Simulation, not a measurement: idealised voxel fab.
Process module in this document: voxel capacitor over wiring
In the cross-section labelled cut, the width is 175 nm and each square cell is 5 nm.
Think of the cross-section as a grid of square cells. We describe it in bands, top to bottom, and each band covers one or more rows of those cells. This entry defines a band. It first specifies the height of the band's top and the height of its bottom in nm, and then specifies the band's materials from left to right, stating each material with its width in nm. The word "all across" identifies a single material that fills the band from edge to edge, while the word "blank" identifies empty space. Height datum 0, below which the as-received substrate wafer is one material. Lowest band open at the bottom, running downward: "0..down". So if you see something like "30..40" for the width, read it as the top row of the band sitting at the first number and the bottom row at the second, with every row in between moving by the same amount as the last. Take "identical to before" at face value: in the step it is given for, the cross-section changed in none of its cells. "Unvented cavities" lists enclosed empty spaces (at least 8 cells, no open path upward to the top), each as width x height at distance from the left edge, in nm. On each step's line, the part that comes after the settings is the simulator's own comment on the step. overlay nm: on a step with a mask, how far right of its planned place the mask lay; negative means left.
# Steps in the process plan
| 1 | RECEIVE [material Si] |
| 2 | CONFORMAL_DEP [material SiO2] [thk nm 10] |
| 3 | DIRECTIONAL_DEP [material TiN] [thk nm 5] |
| 4 | DIRECTIONAL_DEP [material W] [thk nm 15] |
| 5 | PATTERN [tone cover] [mask id METAL_1] [material resist] [width nm 25] [pitch nm 75] [thk nm 20] [overlay nm 0] |
| 6 | DIRECTIONAL_ETCH [etch materials W] [depth nm 15] |
| 7 | DIRECTIONAL_ETCH [etch materials TiN] [depth nm 5] |
| 8 | STRIP [etch materials resist] |
| 9 | CONFORMAL_DEP [material SiCN] [thk nm 5] |
| 10 | FILL_DEP [material lowk] [thk nm 5] |
| 11 | CMP [height nm 30] |
| 12 | CONFORMAL_DEP [material SiCN] [thk nm 5] |
| 13 | DIRECTIONAL_DEP [material lowk] [thk nm 10] |
| 14 | DIRECTIONAL_DEP [material aC] [thk nm 15] |
| 15 | PATTERN [tone open] [mask id PLUG_1] [material resist] [width nm 15] [thk nm 35] [overlay nm 0] |
| 16 | DIRECTIONAL_ETCH [etch materials aC] [depth nm 15] |
| 17 | STRIP [etch materials resist] |
| 18 | DIRECTIONAL_ETCH [etch materials lowk] [depth nm 10] |
| 19 | DIRECTIONAL_ETCH [etch materials SiCN] [depth nm 5] |
| 20 | STRIP [etch materials aC] |
| 21 | EPI [material Ru] [thk nm 10] |
| 22 | EPI [material Ru] [thk nm 5] |
| 23 | DIRECTIONAL_DEP [material TiN] [thk nm 5] |
| 24 | DIRECTIONAL_DEP [material Al2O3] [thk nm 5] |
| 25 | DIRECTIONAL_DEP [material TiN] [thk nm 5] |
| 26 | MASKED_ETCH [tone cover] [mask id UPPER_PLATE] [width nm 55] [etch materials TiN] [depth nm 5] [overlay nm 0] |
| 27 | MASKED_ETCH [tone cover] [mask id UPPER_PLATE] [width nm 55] [etch materials Al2O3] [depth nm 5] [overlay nm 0] |
| 28 | PATTERN [tone cover] [mask id LOWER_PLATE] [material resist] [width nm 65] [thk nm 20] [overlay nm 0] |
| 29 | DIRECTIONAL_ETCH [etch materials TiN] [depth nm 5] |
| 30 | STRIP [etch materials resist] |
| 31 | FILL_DEP [material SiO2] [thk nm 20] |
| 32 | CMP [height nm 75] |
| 33 | PATTERN [tone open] [mask id PLUG_2] [material resist] [width nm 15] [thk nm 20] [overlay nm 0] |
| 34 | DIRECTIONAL_ETCH [etch materials SiO2] [depth nm 15] |
| 35 | STRIP [etch materials resist] |
| 36 | CONFORMAL_DEP [material TiN] [thk nm 5] |
| 37 | FILL_DEP [material W] [thk nm 5] |
| 38 | CMP [height nm 75] |
| 39 | CONFORMAL_DEP [material SiCN] [thk nm 5] |
# Run as planned: first of two wafers
# Cross-sectional view of the wafer in its as-received condition, corresponding to the state after step 1
* 0..down = Si all across
* Unvented cavities: none
# Wafer section view after processing step 2
* 10..0 = SiO2 all across
* Lower than 0, everything is as it was.
# Wafer section view after processing step 3
* 15..10 = TiN all across
* Lower than 10, everything is as it was.
# Wafer section view after processing step 4
* 30..15 = W all across
* Lower than 15, everything is as it was.
# Wafer section view after processing step 5
* 50..30 = blank=35; resist=25; blank=50; resist=25; blank=40
* Lower than 30, everything is as it was.
# Wafer section view after processing step 6
* 50..30 = blank=35; resist=25; blank=50; resist=25; blank=40
* 30..15 = blank=35; W=25; blank=50; W=25; blank=40
* Lower than 15, everything is as it was.
# Wafer section view after processing step 7
* 50..30 = blank=35; resist=25; blank=50; resist=25; blank=40
* 30..15 = blank=35; W=25; blank=50; W=25; blank=40
* 15..10 = blank=35; TiN=25; blank=50; TiN=25; blank=40
* Lower than 10, everything is as it was.
# Wafer section view after processing step 8
* 30..15 = blank=35; W=25; blank=50; W=25; blank=40
* Lower than 15, everything is as it was.
# Wafer section view after processing step 9
* 35..30 = blank=30; SiCN=35; blank=40; SiCN=35; blank=35
* 30..15 = blank=30; SiCN=5; W=25; SiCN=5; blank=40; SiCN=5; W=25; SiCN=5; blank=35
* 15..10 = SiCN=35; TiN=25; SiCN=50; TiN=25; SiCN=40
* Lower than 10, everything is as it was.
# Wafer section view after processing step 10
* 40..35 = lowk all across
* 35..30 = lowk=30; SiCN=35; lowk=40; SiCN=35; lowk=35
* 30..15 = lowk=30; SiCN=5; W=25; SiCN=5; lowk=40; SiCN=5; W=25; SiCN=5; lowk=35
* Lower than 15, everything is as it was.
# Wafer section view after processing step 11
* 30..15 = lowk=30; SiCN=5; W=25; SiCN=5; lowk=40; SiCN=5; W=25; SiCN=5; lowk=35
* Lower than 15, everything is as it was.
# Wafer section view after processing step 12
* 35..30 = SiCN all across
* Lower than 30, everything is as it was.
# Wafer section view after processing step 13
* 45..35 = lowk all across
* Lower than 35, everything is as it was.
# Wafer section view after processing step 14
* 60..45 = aC all across
* Lower than 45, everything is as it was.
# Wafer section view after processing step 15
* 95..60 = resist=45; blank=15; resist=115
* Lower than 60, everything is as it was.
# Wafer section view after processing step 16
* 80..60 = resist=45; blank=15; resist=115
* 60..45 = aC=45; blank=15; aC=115
* Lower than 45, everything is as it was.
# Wafer section view after processing step 17
* 60..45 = aC=45; blank=15; aC=115
* Lower than 45, everything is as it was.
# Wafer section view after processing step 18
* 60..45 = aC=45; blank=15; aC=115
* 45..35 = lowk=45; blank=15; lowk=115
* Lower than 35, everything is as it was.
# Wafer section view after processing step 19
* 60..45 = aC=45; blank=15; aC=115
* 45..35 = lowk=45; blank=15; lowk=115
* 35..30 = SiCN=45; blank=15; SiCN=115
* Lower than 30, everything is as it was.
# Wafer section view after processing step 20
* 45..35 = lowk=45; blank=15; lowk=115
* Lower than 35, everything is as it was.
# Wafer section view after processing step 21
* 45..40 = lowk=45; blank=15; lowk=115
* 40..35 = lowk=45; Ru=15; lowk=115
* 35..30 = SiCN=45; Ru=15; SiCN=115
* Lower than 30, everything is as it was.
# Wafer section view after processing step 22
* 45..35 = lowk=45; Ru=15; lowk=115
* Lower than 35, everything is as it was.
# Wafer section view after processing step 23
* 50..45 = TiN all across
* Lower than 45, everything is as it was.
# Wafer section view after processing step 24
* 55..50 = Al2O3 all across
* Lower than 50, everything is as it was.
# Wafer section view after processing step 25
* 60..55 = TiN all across
* Lower than 55, everything is as it was.
# Wafer section view after processing step 26
* 60..55 = blank=45; TiN=55; blank=75
* Lower than 55, everything is as it was.
# Wafer section view after processing step 27
* 60..55 = blank=45; TiN=55; blank=75
* 55..50 = blank=45; Al2O3=55; blank=75
* Lower than 50, everything is as it was.
# Wafer section view after processing step 28
* 80..60 = blank=40; resist=65; blank=70
* 60..55 = blank=40; resist=5; TiN=55; resist=5; blank=70
* 55..50 = blank=40; resist=5; Al2O3=55; resist=5; blank=70
* Lower than 50, everything is as it was.
# Wafer section view after processing step 29
* 80..60 = blank=40; resist=65; blank=70
* 60..55 = blank=40; resist=5; TiN=55; resist=5; blank=70
* 55..50 = blank=40; resist=5; Al2O3=55; resist=5; blank=70
* 50..45 = blank=40; TiN=65; blank=70
* Lower than 45, everything is as it was.
# Wafer section view after processing step 30
* 60..55 = blank=45; TiN=55; blank=75
* 55..50 = blank=45; Al2O3=55; blank=75
* Lower than 50, everything is as it was.
# Wafer section view after processing step 31
* 80..60 = SiO2 all across
* 60..55 = SiO2=45; TiN=55; SiO2=75
* 55..50 = SiO2=45; Al2O3=55; SiO2=75
* 50..45 = SiO2=40; TiN=65; SiO2=70
* Lower than 45, everything is as it was.
# Wafer section view after processing step 32
* 75..60 = SiO2 all across
* Lower than 60, everything is as it was.
# Wafer section view after processing step 33
* 95..75 = resist=55; blank=15; resist=105
* Lower than 75, everything is as it was.
# Wafer section view after processing step 34
* 95..75 = resist=55; blank=15; resist=105
* 75..60 = SiO2=55; blank=15; SiO2=105
* Lower than 60, everything is as it was.
# Wafer section view after processing step 35
* 75..60 = SiO2=55; blank=15; SiO2=105
* Lower than 60, everything is as it was.
# Wafer section view after processing step 36
* 80..75 = TiN=60; blank=5; TiN=110
* 75..65 = SiO2=55; TiN=5; blank=5; TiN=5; SiO2=105
* 65..55 = SiO2=55..45; TiN=15..55; SiO2=105..75
* Lower than 55, everything is as it was.
# Wafer section view after processing step 37
* 85..80 = W all across
* 80..75 = TiN=60; W=5; TiN=110
* 75..65 = SiO2=55; TiN=5; W=5; TiN=5; SiO2=105
* Lower than 65, everything is as it was.
# Wafer section view after processing step 38
* 75..65 = SiO2=55; TiN=5; W=5; TiN=5; SiO2=105
* Lower than 65, everything is as it was.
# Wafer section view after processing step 39
* 80..75 = SiCN all across
* Lower than 75, everything is as it was.
# Second wafer: same start and same plan as the first, one execution error; identical to the first through step 25
# Look at the second wafer in cross-section at the time step 26 ought to have finished
* 60..55 = blank=40; TiN=55; blank=80
* Lower than 55, everything is as it was.
# Look at the second wafer in cross-section at the time step 27 ought to have finished
* 60..55 = blank=40; TiN=55; blank=80
* 55..50 = blank=40; Al2O3=60; blank=75
* Lower than 50, everything is as it was.
# Look at the second wafer in cross-section at the time step 28 ought to have finished
* 80..60 = blank=40; resist=65; blank=70
* 60..55 = blank=40; TiN=55; resist=10; blank=70
* 55..50 = blank=40; Al2O3=60; resist=5; blank=70
* Lower than 50, everything is as it was.
# Look at the second wafer in cross-section at the time step 29 ought to have finished
* 80..60 = blank=40; resist=65; blank=70
* 60..55 = blank=40; TiN=55; resist=10; blank=70
* 55..50 = blank=40; Al2O3=60; resist=5; blank=70
* 50..45 = blank=40; TiN=65; blank=70
* Lower than 45, everything is as it was.
# Look at the second wafer in cross-section at the time step 30 ought to have finished
* 60..55 = blank=40; TiN=55; blank=80
* 55..50 = blank=40; Al2O3=60; blank=75
* Lower than 50, everything is as it was.
# Look at the second wafer in cross-section at the time step 31 ought to have finished
* 80..60 = SiO2 all across
* 60..55 = SiO2=40; TiN=55; SiO2=80
* 55..50 = SiO2=40; Al2O3=60; SiO2=75
* 50..45 = SiO2=40; TiN=65; SiO2=70
* Lower than 45, everything is as it was.
# Look at the second wafer in cross-section at the time step 32 ought to have finished
* 75..60 = SiO2 all across
* Lower than 60, everything is as it was.
# Look at the second wafer in cross-section at the time step 33 ought to have finished
* 95..75 = resist=55; blank=15; resist=105
* Lower than 75, everything is as it was.
# Look at the second wafer in cross-section at the time step 34 ought to have finished
* 95..75 = resist=55; blank=15; resist=105
* 75..60 = SiO2=55; blank=15; SiO2=105
* Lower than 60, everything is as it was.
# Look at the second wafer in cross-section at the time step 35 ought to have finished
* 75..60 = SiO2=55; blank=15; SiO2=105
* Lower than 60, everything is as it was.
# Look at the second wafer in cross-section at the time step 36 ought to have finished
* 80..75 = TiN=60; blank=5; TiN=110
* 75..65 = SiO2=55; TiN=5; blank=5; TiN=5; SiO2=105
* 65..55 = SiO2=55..40; TiN=15..55; SiO2=105..80
* Lower than 55, everything is as it was.
# Look at the second wafer in cross-section at the time step 37 ought to have finished
* 85..80 = W all across
* 80..75 = TiN=60; W=5; TiN=110
* 75..65 = SiO2=55; TiN=5; W=5; TiN=5; SiO2=105
* Lower than 65, everything is as it was.
# Look at the second wafer in cross-section at the time step 38 ought to have finished
* 75..65 = SiO2=55; TiN=5; W=5; TiN=5; SiO2=105
* Lower than 65, everything is as it was.
# Look at the second wafer in cross-section at the time step 39 ought to have finished
* 80..75 = SiCN all across
* Lower than 75, everything is as it was.
What broke from the plan during processing? step 26 ran differently from the plan; actual operation with settings: MASKED_ETCH [tone cover] [mask id UPPER_PLATE] [width nm 55] [etch materials TiN] [depth nm 5] [overlay nm -5]
Final comparison by cell count, materials where the second wafer has more or fewer than the first: 1 more of Al2O3 | 1 fewer of SiO2
